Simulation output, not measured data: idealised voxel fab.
Process module, titled voxel gate over fins
The cross-section shown here is cut; it is 215 nm wide and divided into square cells measuring 5 nm on a side.
A cross-section is written here as square cells arranged in a grid, and it is given in bands from the top down, each band taking up one or more rows of cells. For a band, the entry starts with two heights in nm, that of the top and then that of the bottom, and carries on with the band's materials in order from left to right, each alongside its width in nm; the word "edge to edge" beside a single material means it fills the band edge to edge, and "air" means empty space. Note: height 0 marks the level under which the wafer is uniformly one material as received. Lowest band unbounded below, written "0 nm and below". Width "30..40": first value at the band's top row of cells, second value at its bottom row, equal change from row to row. For the purposes of this document, the phrase "no alterations made" attached to a step denotes that no cell within the cross-section was modified by that step. The list in "Enclosed void catalog" covers empty spaces of 8 cells or more that cannot reach the top through any open way, and it gives each as width x height at distance; the distance is from the left edge, and width, height and distance are in nm. That trailing text on a step's line, after the settings, is the simulator's own remark on the step. Regarding "overlay nm": on a step with a mask, it is the distance the mask lay to the right of its planned place; a negative value places it to the left.
Below is the list of planned process steps:
- 1: RECEIVE: material Si
- 2: CONFORMAL_DEP: material SiN, thk nm 10
- 3: DIRECTIONAL_DEP: material aC, thk nm 10
- 4: PATTERN: tone cover, mask id FINS, material resist, width nm 15, pitch nm 40, thk nm 30, overlay nm 0
- 5: DIRECTIONAL_ETCH: etch materials aC, depth nm 10
- 6: STRIP: etch materials resist
- 7: DIRECTIONAL_ETCH: etch materials SiN, depth nm 10
- 8: DIRECTIONAL_ETCH: etch materials Si, depth nm 30
- 9: STRIP: etch materials aC
- 10: OXIDIZE: depth nm 5
- 11: FILL_DEP: material SiO2, thk nm 5
- 12: CMP: height nm 10
- 13: SELECTIVE_ETCH: etch materials SiO2, depth nm 20
- 14: STRIP: etch materials SiN
- 15: CONFORMAL_DEP: material HfO2, thk nm 5
- 16: CONFORMAL_DEP: material TiN, thk nm 5
- 17: FILL_DEP: material W, thk nm 10
- 18: CMP: height nm 15
- 19: CONFORMAL_DEP: material SiCN, thk nm 5
Of two wafers, the first: run according to plan:
Cross-section of the wafer upon arrival, representing the state reached after step 1:
> 0 nm and below  Si edge to edge
> Enclosed void catalog: none
Upon completion of step 2, the wafer appears in cross-section as shown:
> 10 nm to 0 nm  SiN edge to edge
> All layers under 0 are left as they were.
Upon completion of step 3, the wafer appears in cross-section as shown:
> 20 nm to 10 nm  aC edge to edge
> All layers under 10 are left as they were.
Upon completion of step 4, the wafer appears in cross-section as shown:
> 50 nm to 20 nm  air 60 nm, resist 15 nm, air 25 nm, resist 15 nm, air 25 nm, resist 15 nm, air 60 nm
> All layers under 20 are left as they were.
Upon completion of step 5, the wafer appears in cross-section as shown:
> 40 nm to 20 nm  air 60 nm, resist 15 nm, air 25 nm, resist 15 nm, air 25 nm, resist 15 nm, air 60 nm
> 20 nm to 10 nm  air 60 nm, aC 15 nm, air 25 nm, aC 15 nm, air 25 nm, aC 15 nm, air 60 nm
> All layers under 10 are left as they were.
Upon completion of step 6, the wafer appears in cross-section as shown:
> 20 nm to 10 nm  air 60 nm, aC 15 nm, air 25 nm, aC 15 nm, air 25 nm, aC 15 nm, air 60 nm
> All layers under 10 are left as they were.
Upon completion of step 7, the wafer appears in cross-section as shown:
> 20 nm to 10 nm  air 60 nm, aC 15 nm, air 25 nm, aC 15 nm, air 25 nm, aC 15 nm, air 60 nm
> 10 nm to 0 nm  air 60 nm, SiN 15 nm, air 25 nm, SiN 15 nm, air 25 nm, SiN 15 nm, air 60 nm
> All layers under 0 are left as they were.
Upon completion of step 8, the wafer appears in cross-section as shown:
> 20 nm to 10 nm  air 60 nm, aC 15 nm, air 25 nm, aC 15 nm, air 25 nm, aC 15 nm, air 60 nm
> 10 nm to 0 nm  air 60 nm, SiN 15 nm, air 25 nm, SiN 15 nm, air 25 nm, SiN 15 nm, air 60 nm
> 0 nm to -30 nm  air 60 nm, Si 15 nm, air 25 nm, Si 15 nm, air 25 nm, Si 15 nm, air 60 nm
> All layers under -30 are left as they were.
Upon completion of step 9, the wafer appears in cross-section as shown:
> 10 nm to 0 nm  air 60 nm, SiN 15 nm, air 25 nm, SiN 15 nm, air 25 nm, SiN 15 nm, air 60 nm
> All layers under 0 are left as they were.
Upon completion of step 10, the wafer appears in cross-section as shown:
> 10 nm to 0 nm  air 60 nm, SiN 15 nm, air 25 nm, SiN 15 nm, air 25 nm, SiN 15 nm, air 60 nm
> 0 nm to -30 nm  air 60 nm, SiO2 5 nm, Si 5 nm, SiO2 5 nm, air 25 nm, SiO2 5 nm, Si 5 nm, SiO2 5 nm, air 25 nm, SiO2 5 nm, Si 5 nm, SiO2 5 nm, air 60 nm
> -30 nm to -35 nm  SiO2 65 nm, Si 5 nm, SiO2 35 nm, Si 5 nm, SiO2 35 nm, Si 5 nm, SiO2 65 nm
> All layers under -35 are left as they were.
Upon completion of step 11, the wafer appears in cross-section as shown:
> 15 nm to 10 nm  SiO2 edge to edge
> 10 nm to 0 nm  SiO2 60 nm, SiN 15 nm, SiO2 25 nm, SiN 15 nm, SiO2 25 nm, SiN 15 nm, SiO2 60 nm
> 0 nm to -35 nm  SiO2 65 nm, Si 5 nm, SiO2 35 nm, Si 5 nm, SiO2 35 nm, Si 5 nm, SiO2 65 nm
> All layers under -35 are left as they were.
Upon completion of step 12, the wafer appears in cross-section as shown:
> 10 nm to 0 nm  SiO2 60 nm, SiN 15 nm, SiO2 25 nm, SiN 15 nm, SiO2 25 nm, SiN 15 nm, SiO2 60 nm
> All layers under 0 are left as they were.
Upon completion of step 13, the wafer appears in cross-section as shown:
> 10 nm to 0 nm  air 60 nm, SiN 15 nm, air 25 nm, SiN 15 nm, air 25 nm, SiN 15 nm, air 60 nm
> 0 nm to -10 nm  air 65 nm, Si 5 nm, air 35 nm, Si 5 nm, air 35 nm, Si 5 nm, air 65 nm
> All layers under -10 are left as they were.
Upon completion of step 14, the wafer appears in cross-section as shown:
> 0 nm to -10 nm  air 65 nm, Si 5 nm, air 35 nm, Si 5 nm, air 35 nm, Si 5 nm, air 65 nm
> All layers under -10 are left as they were.
Upon completion of step 15, the wafer appears in cross-section as shown:
> 5 nm to 0 nm  air 60 nm, HfO2 15 nm, air 25 nm, HfO2 15 nm, air 25 nm, HfO2 15 nm, air 60 nm
> 0 nm to -5 nm  air 60 nm, HfO2 5 nm, Si 5 nm, HfO2 5 nm, air 25 nm, HfO2 5 nm, Si 5 nm, HfO2 5 nm, air 25 nm, HfO2 5 nm, Si 5 nm, HfO2 5 nm, air 60 nm
> -5 nm to -10 nm  HfO2 65 nm, Si 5 nm, HfO2 35 nm, Si 5 nm, HfO2 35 nm, Si 5 nm, HfO2 65 nm
> All layers under -10 are left as they were.
Upon completion of step 16, the wafer appears in cross-section as shown:
> 10 nm to 5 nm  air 55 nm, TiN 25 nm, air 15 nm, TiN 25 nm, air 15 nm, TiN 25 nm, air 55 nm
> 5 nm to 0 nm  air 55 nm, TiN 5 nm, HfO2 15 nm, TiN 5 nm, air 15 nm, TiN 5 nm, HfO2 15 nm, TiN 5 nm, air 15 nm, TiN 5 nm, HfO2 15 nm, TiN 5 nm, air 55 nm
> 0 nm to -5 nm  TiN 60 nm, HfO2 5 nm, Si 5 nm, HfO2 5 nm, TiN 25 nm, HfO2 5 nm, Si 5 nm, HfO2 5 nm, TiN 25 nm, HfO2 5 nm, Si 5 nm, HfO2 5 nm, TiN 60 nm
> All layers under -5 are left as they were.
Upon completion of step 17, the wafer appears in cross-section as shown:
> 20 nm to 10 nm  W edge to edge
> 10 nm to 5 nm  W 55 nm, TiN 25 nm, W 15 nm, TiN 25 nm, W 15 nm, TiN 25 nm, W 55 nm
> 5 nm to 0 nm  W 55 nm, TiN 5 nm, HfO2 15 nm, TiN 5 nm, W 15 nm, TiN 5 nm, HfO2 15 nm, TiN 5 nm, W 15 nm, TiN 5 nm, HfO2 15 nm, TiN 5 nm, W 55 nm
> All layers under 0 are left as they were.
Upon completion of step 18, the wafer appears in cross-section as shown:
> 15 nm to 10 nm  W edge to edge
> All layers under 10 are left as they were.
Upon completion of step 19, the wafer appears in cross-section as shown:
> 20 nm to 15 nm  SiCN edge to edge
> All layers under 15 are left as they were.
Second wafer. Start and plan as for the first. One mistake made in running. Agrees with the first up to and including step 14:
Second wafer: cross-section at the scheduled end of step 15:
> 15 nm to 5 nm  air 50 nm, HfO2 35 nm, air 5 nm, HfO2 35 nm, air 5 nm, HfO2 35 nm, air 50 nm
> 5 nm to 0 nm  HfO2 edge to edge
> 0 nm to -10 nm  HfO2 65 nm, Si 5 nm, HfO2 35 nm, Si 5 nm, HfO2 35 nm, Si 5 nm, HfO2 65 nm
> All layers under -10 are left as they were.
Second wafer: cross-section at the scheduled end of step 16:
> 20 nm to 15 nm  air 45 nm, TiN 125 nm, air 45 nm
> 15 nm to 10 nm  air 45 nm, TiN 5 nm, HfO2 35 nm, TiN 5 nm, HfO2 35 nm, TiN 5 nm, HfO2 35 nm, TiN 5 nm, air 45 nm
> 10 nm to 5 nm  TiN 50 nm, HfO2 35 nm, TiN 5 nm, HfO2 35 nm, TiN 5 nm, HfO2 35 nm, TiN 50 nm
> All layers under 5 are left as they were.
Second wafer: cross-section at the scheduled end of step 17:
> 30 nm to 20 nm  W edge to edge
> 20 nm to 15 nm  W 45 nm, TiN 125 nm, W 45 nm
> 15 nm to 10 nm  W 45 nm, TiN 5 nm, HfO2 35 nm, TiN 5 nm, HfO2 35 nm, TiN 5 nm, HfO2 35 nm, TiN 5 nm, W 45 nm
> All layers under 10 are left as they were.
Second wafer: cross-section at the scheduled end of step 18:
> 15 nm to 10 nm  W 45 nm, TiN 5 nm, HfO2 35 nm, TiN 5 nm, HfO2 35 nm, TiN 5 nm, HfO2 35 nm, TiN 5 nm, W 45 nm
> All layers under 10 are left as they were.
Second wafer: cross-section at the scheduled end of step 19:
> 20 nm to 15 nm  SiCN edge to edge
> All layers under 15 are left as they were.
Which mistake was made when the wafer was run? it should be noted that step 15 was executed with settings other than those planned, the operation and settings actually applied being CONFORMAL_DEP: material HfO2, thk nm 15
Wafer comparison, final, in cells, second relative to first, materials more or fewer: HfO2 +110, TiN -29, W -81
